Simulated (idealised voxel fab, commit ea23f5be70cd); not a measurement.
A process module follows: voxel double patterning.
Cross-sectional view cut (width: 245 nm; square cell size: 5 nm).
For the purposes of this document, a cross-section shall be understood as a grid of square cells, specified as bands listed in top-to-bottom order, each band consisting of one or more rows of cells. What a band's entry tells you: where the top is and where the bottom is, as heights in nm, and after that what lies inside, material by material from left to right, each with its width in nm. Empty space is written as the word "blank", and a single material marked with the word "throughout" occupies the band from edge to edge. Height is counted from the level 0, under which the received wafer is composed throughout of one material. The lowest of the bands is not closed at the bottom but continues downward, in the notation "0..down". So if you see something like "30..40" for the width, read it as the top row of the band sitting at the first number and the bottom row at the second, with every row in between moving by the same amount as the last. The designation "same as before", where it is given for a processing step, indicates that no cell of the cross-section was altered in the course of that step. For the entry "Enclosed voids", the listed items are empty spaces with no open way to the top whose size is 8 cells or more; each item follows the pattern width x height at distance, where distance is from the left edge and all three are in nm. That trailing text on a step's line, after the settings, is the simulator's own remark on the step. The "overlay nm" setting may appear on a step's line; for a step that uses a mask, it gives how far to the right of its planned position the mask lay, and a negative value indicates the left.
### Here's what the planned process steps look like
1,op RECEIVE | material Si
2,op CONFORMAL_DEP | material SiO2 | thk nm 10
3,op DIRECTIONAL_DEP | material W | thk nm 20
4,op DIRECTIONAL_DEP | material SiCN | thk nm 10
5,op MASKED_ETCH | tone open | mask id FIRST | width nm 15 | pitch nm 50 | etch materials SiCN | depth nm 10 | overlay nm -15
6,op MASKED_ETCH | tone open | mask id SECOND | width nm 15 | etch materials SiCN | depth nm 10 | overlay nm 0
7,op DIRECTIONAL_ETCH | etch materials W | depth nm 20
8,op STRIP | etch materials SiCN
Be aware that, although all wafers share a common starting state, the overlay nm at step 5 differs among them, and the plan displays the first wafer's value.
### As received, i.e. after step 1: cross-section through the first of several wafers
  0..down | Si throughout
  Enclosed voids: none
### Gained (+) or lost (-) cells of each material since receipt, then closed voids: one row per wafer, at the end of the module
overlay nm -15 | +98 SiO2 | +164 W | Enclosed voids: none
overlay nm -10 | +98 SiO2 | +160 W | Enclosed voids: none
overlay nm -5 | +98 SiO2 | +160 W | Enclosed voids: none
overlay nm 0 | +98 SiO2 | +160 W | Enclosed voids: none
overlay nm 5 | +98 SiO2 | +160 W | Enclosed voids: none
overlay nm 10 | +98 SiO2 | +160 W | Enclosed voids: none
overlay nm 15 | +98 SiO2 | +164 W | Enclosed voids: none
